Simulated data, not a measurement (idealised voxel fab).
Process module name: voxel trench capacitor
Xsec cut, 270 nm wide, square cell size 5 nm.
Heads up, the way a cross-section reads in here is a grid of square cells, handed over as bands from the top down, with every band being one or more rows of cells. Top, bottom (nm), then materials left to right with widths (nm); lone material tagged "all across" fills the whole band edge to edge; "air" = empty space. The level at which height equals 0 is the one under which the wafer, as it arrives, is entirely one material. No lower edge exists for the bottom band, which continues downward and is notated as in "0 -> down". The expression "30->40" gives the width at the extremes of the band, the first number at its top row of cells and the second at its bottom row, with the width changing by equal amounts from each row to the next in between. You'll sometimes find "remained the same" written for a step, and that's the way of saying that nowhere in the cross-section did a cell change during that step. The list in "Unvented cavities" covers empty spaces of 8 cells or more that cannot reach the top through any open way, and it gives each as width x height at distance; the distance is from the left edge, and width, height and distance are in nm. Where a step's line continues beyond its settings, the continuation is a remark by the simulator itself on that step. overlay nm: right-of-plan distance of the mask on a masked step; negative values mean left-of-plan.
[Process steps (planned)]
1 RECEIVE | material Si
2 CONFORMAL_DEP | material SiN | thk nm 10
3 MASKED_ETCH | tone open | mask id TRENCH | width nm 30 | pitch nm 60 | etch materials SiN | depth nm 10 | overlay nm 0
4 MASKED_ETCH | tone open | mask id TRENCH | width nm 30 | pitch nm 60 | etch materials Si | depth nm 40 | overlay nm 0
5 CONFORMAL_DEP | material Al2O3 | thk nm 5
6 CONFORMAL_DEP | material TiN | thk nm 5
7 FILL_DEP | material W | thk nm 5
8 CMP | height nm 10
[Account of the first of two wafers, which was processed as intended]
[As-received wafer cross-section (after step 1)]
> 0 -> down: Si all across
> Unvented cavities: none
[The wafer, seen in cross-section, after step 2]
> 10 -> 0: SiN all across
> Below 0, no change.
[The wafer, seen in cross-section, after step 3]
> 10 -> 0: SiN 60 nm; air 30 nm; SiN 30 nm; air 30 nm; SiN 30 nm; air 30 nm; SiN 60 nm
> Below 0, no change.
[The wafer, seen in cross-section, after step 4]
> 10 -> 0: SiN 60 nm; air 30 nm; SiN 30 nm; air 30 nm; SiN 30 nm; air 30 nm; SiN 60 nm
> 0 -> -40: Si 60 nm; air 30 nm; Si 30 nm; air 30 nm; Si 30 nm; air 30 nm; Si 60 nm
> Below -40, no change.
[The wafer, seen in cross-section, after step 5]
> 15 -> 10: Al2O3 65 nm; air 20 nm; Al2O3 40 nm; air 20 nm; Al2O3 40 nm; air 20 nm; Al2O3 65 nm
> 10 -> 0: SiN 60 nm; Al2O3 5 nm; air 20 nm; Al2O3 5 nm; SiN 30 nm; Al2O3 5 nm; air 20 nm; Al2O3 5 nm; SiN 30 nm; Al2O3 5 nm; air 20 nm; Al2O3 5 nm; SiN 60 nm
> 0 -> -35: Si 60 nm; Al2O3 5 nm; air 20 nm; Al2O3 5 nm; Si 30 nm; Al2O3 5 nm; air 20 nm; Al2O3 5 nm; Si 30 nm; Al2O3 5 nm; air 20 nm; Al2O3 5 nm; Si 60 nm
> -35 -> -40: Si 60 nm; Al2O3 30 nm; Si 30 nm; Al2O3 30 nm; Si 30 nm; Al2O3 30 nm; Si 60 nm
> Below -40, no change.
[The wafer, seen in cross-section, after step 6]
> 20 -> 15: TiN 70 nm; air 10 nm; TiN 50 nm; air 10 nm; TiN 50 nm; air 10 nm; TiN 70 nm
> 15 -> 10: Al2O3 65 nm; TiN 5 nm; air 10 nm; TiN 5 nm; Al2O3 40 nm; TiN 5 nm; air 10 nm; TiN 5 nm; Al2O3 40 nm; TiN 5 nm; air 10 nm; TiN 5 nm; Al2O3 65 nm
> 10 -> 0: SiN 60 nm; Al2O3 5 nm; TiN 5 nm; air 10 nm; TiN 5 nm; Al2O3 5 nm; SiN 30 nm; Al2O3 5 nm; TiN 5 nm; air 10 nm; TiN 5 nm; Al2O3 5 nm; SiN 30 nm; Al2O3 5 nm; TiN 5 nm; air 10 nm; TiN 5 nm; Al2O3 5 nm; SiN 60 nm
> 0 -> -30: Si 60 nm; Al2O3 5 nm; TiN 5 nm; air 10 nm; TiN 5 nm; Al2O3 5 nm; Si 30 nm; Al2O3 5 nm; TiN 5 nm; air 10 nm; TiN 5 nm; Al2O3 5 nm; Si 30 nm; Al2O3 5 nm; TiN 5 nm; air 10 nm; TiN 5 nm; Al2O3 5 nm; Si 60 nm
> -30 -> -35: Si 60 nm; Al2O3 5 nm; TiN 20 nm; Al2O3 5 nm; Si 30 nm; Al2O3 5 nm; TiN 20 nm; Al2O3 5 nm; Si 30 nm; Al2O3 5 nm; TiN 20 nm; Al2O3 5 nm; Si 60 nm
> Below -35, no change.
[The wafer, seen in cross-section, after step 7]
> 25 -> 20: W all across
> 20 -> 15: TiN 70 nm; W 10 nm; TiN 50 nm; W 10 nm; TiN 50 nm; W 10 nm; TiN 70 nm
> 15 -> 10: Al2O3 65 nm; TiN 5 nm; W 10 nm; TiN 5 nm; Al2O3 40 nm; TiN 5 nm; W 10 nm; TiN 5 nm; Al2O3 40 nm; TiN 5 nm; W 10 nm; TiN 5 nm; Al2O3 65 nm
> 10 -> 0: SiN 60 nm; Al2O3 5 nm; TiN 5 nm; W 10 nm; TiN 5 nm; Al2O3 5 nm; SiN 30 nm; Al2O3 5 nm; TiN 5 nm; W 10 nm; TiN 5 nm; Al2O3 5 nm; SiN 30 nm; Al2O3 5 nm; TiN 5 nm; W 10 nm; TiN 5 nm; Al2O3 5 nm; SiN 60 nm
> 0 -> -30: Si 60 nm; Al2O3 5 nm; TiN 5 nm; W 10 nm; TiN 5 nm; Al2O3 5 nm; Si 30 nm; Al2O3 5 nm; TiN 5 nm; W 10 nm; TiN 5 nm; Al2O3 5 nm; Si 30 nm; Al2O3 5 nm; TiN 5 nm; W 10 nm; TiN 5 nm; Al2O3 5 nm; Si 60 nm
> Below -30, no change.
[The wafer, seen in cross-section, after step 8]
> 10 -> 0: SiN 60 nm; Al2O3 5 nm; TiN 5 nm; W 10 nm; TiN 5 nm; Al2O3 5 nm; SiN 30 nm; Al2O3 5 nm; TiN 5 nm; W 10 nm; TiN 5 nm; Al2O3 5 nm; SiN 30 nm; Al2O3 5 nm; TiN 5 nm; W 10 nm; TiN 5 nm; Al2O3 5 nm; SiN 60 nm
> Below 0, no change.
[Second wafer, same starting conditions and recipe as the first, one mistake in executing it, nothing differs from the first up to and including step 7]
At the planned end of step 8, the second wafer in cross-section: remained the same
Finding, execution versus plan: the plan's step 8 went unexecuted, having been skipped
Counted in cells at the end, the second wafer holds more or fewer of these materials than the first: +42 Al2O3 | +54 TiN | +66 W
